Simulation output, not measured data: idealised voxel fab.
The following is a process module called voxel tone inversion.
We display cut, a cross-section 180 nm in width whose square cells are each 5 nm.
Cross-section format: a grid of square cells, given as bands from top to bottom; each band is one or more rows of cells. For a band, the entry starts with two heights in nm, that of the top and then that of the bottom, and carries on with the band's materials in order from left to right, each alongside its width in nm; the word "full width" beside a single material means it fills the band edge to edge, and "empty" means empty space. Basically, 0 is our baseline, since under it the wafer straight out of the box is all one material. The bottom band has no lower end and keeps on going down, so it looks like "from 0 down". It should be noted that a width expressed as "30..40" varies in equal increments from row to row of cells within the band, taking the value of the first number at the top row and that of the second number at the bottom row. Key: "everything unchanged" - step with no changed cell in the cross-section. Any empty space of 8 cells or more lacking an open way to the top shows up in "Sealed internal cavities" as width x height at distance, distance from the left edge, in nm. after a step's settings: what the simulator itself notes on the step. What "overlay nm" on a step's line means: if the step has a mask, that mask lay this far to the right of its planned place, or, when the value is negative, to the left.
Below is the list of planned process steps
1,RECEIVE (material Si)
2,CONFORMAL_DEP (material SiCN; thk nm 10)
3,DIRECTIONAL_DEP (material polySi; thk nm 25)
4,PATTERN (tone cover; mask id POSTS; material resist; width nm 15; pitch nm 35; thk nm 30; overlay nm 0)
5,DIRECTIONAL_ETCH (etch materials polySi; depth nm 25)
6,STRIP (etch materials resist)
7,FILL_DEP (material SiO2; thk nm 5)
8,CMP (height nm 35)
9,STRIP (etch materials polySi)
10,CONFORMAL_DEP (material TiN; thk nm 5)
11,FILL_DEP (material W; thk nm 10)
12,CMP (height nm 35)
13,CONFORMAL_DEP (material SiCN; thk nm 5)
First of two wafers, with the run carried out as planned
Wafer at receipt (post step 1), cross-section
> from 0 down = Si full width
> Sealed internal cavities: none
The wafer, seen in cross-section, after step 2
> from 10 to 0 = SiCN full width
> At heights below 0, the structure remains unaltered.
The wafer, seen in cross-section, after step 3
> from 35 to 10 = polySi full width
> At heights below 10, the structure remains unaltered.
The wafer, seen in cross-section, after step 4
> from 65 to 35 = empty (65)  resist (15)  empty (20)  resist (15)  empty (65)
> At heights below 35, the structure remains unaltered.
The wafer, seen in cross-section, after step 5
> from 65 to 35 = empty (65)  resist (15)  empty (20)  resist (15)  empty (65)
> from 35 to 10 = empty (65)  polySi (15)  empty (20)  polySi (15)  empty (65)
> At heights below 10, the structure remains unaltered.
The wafer, seen in cross-section, after step 6
> from 35 to 10 = empty (65)  polySi (15)  empty (20)  polySi (15)  empty (65)
> At heights below 10, the structure remains unaltered.
The wafer, seen in cross-section, after step 7
> from 40 to 35 = SiO2 full width
> from 35 to 10 = SiO2 (65)  polySi (15)  SiO2 (20)  polySi (15)  SiO2 (65)
> At heights below 10, the structure remains unaltered.
The wafer, seen in cross-section, after step 8
> from 35 to 10 = SiO2 (65)  polySi (15)  SiO2 (20)  polySi (15)  SiO2 (65)
> At heights below 10, the structure remains unaltered.
The wafer, seen in cross-section, after step 9
> from 35 to 10 = SiO2 (65)  empty (15)  SiO2 (20)  empty (15)  SiO2 (65)
> At heights below 10, the structure remains unaltered.
The wafer, seen in cross-section, after step 10
> from 40 to 35 = TiN (70)  empty (5)  TiN (30)  empty (5)  TiN (70)
> from 35 to 15 = SiO2 (65)  TiN (5)  empty (5)  TiN (5)  SiO2 (20)  TiN (5)  empty (5)  TiN (5)  SiO2 (65)
> from 15 to 10 = SiO2 (65)  TiN (15)  SiO2 (20)  TiN (15)  SiO2 (65)
> At heights below 10, the structure remains unaltered.
The wafer, seen in cross-section, after step 11
> from 50 to 40 = W full width
> from 40 to 35 = TiN (70)  W (5)  TiN (30)  W (5)  TiN (70)
> from 35 to 15 = SiO2 (65)  TiN (5)  W (5)  TiN (5)  SiO2 (20)  TiN (5)  W (5)  TiN (5)  SiO2 (65)
> At heights below 15, the structure remains unaltered.
The wafer, seen in cross-section, after step 12
> from 35 to 15 = SiO2 (65)  TiN (5)  W (5)  TiN (5)  SiO2 (20)  TiN (5)  W (5)  TiN (5)  SiO2 (65)
> At heights below 15, the structure remains unaltered.
The wafer, seen in cross-section, after step 13
> from 40 to 35 = SiCN full width
> At heights below 35, the structure remains unaltered.
Second wafer. Start and plan as for the first. One mistake made in running. Agrees with the first up to and including step 11
At the planned end of step 12, the second wafer in cross-section: everything unchanged
At the planned end of step 13, the second wafer in cross-section
> from 55 to 50 = SiCN full width
> At heights below 50, the structure remains unaltered.
So what did we get wrong on this run? step 12 of the plan never got run, it was skipped over
It is noted that, at the conclusion of processing, the second wafer exhibits a higher or lower cell count for certain materials relative to the first: TiN: 34 more | W: 74 more
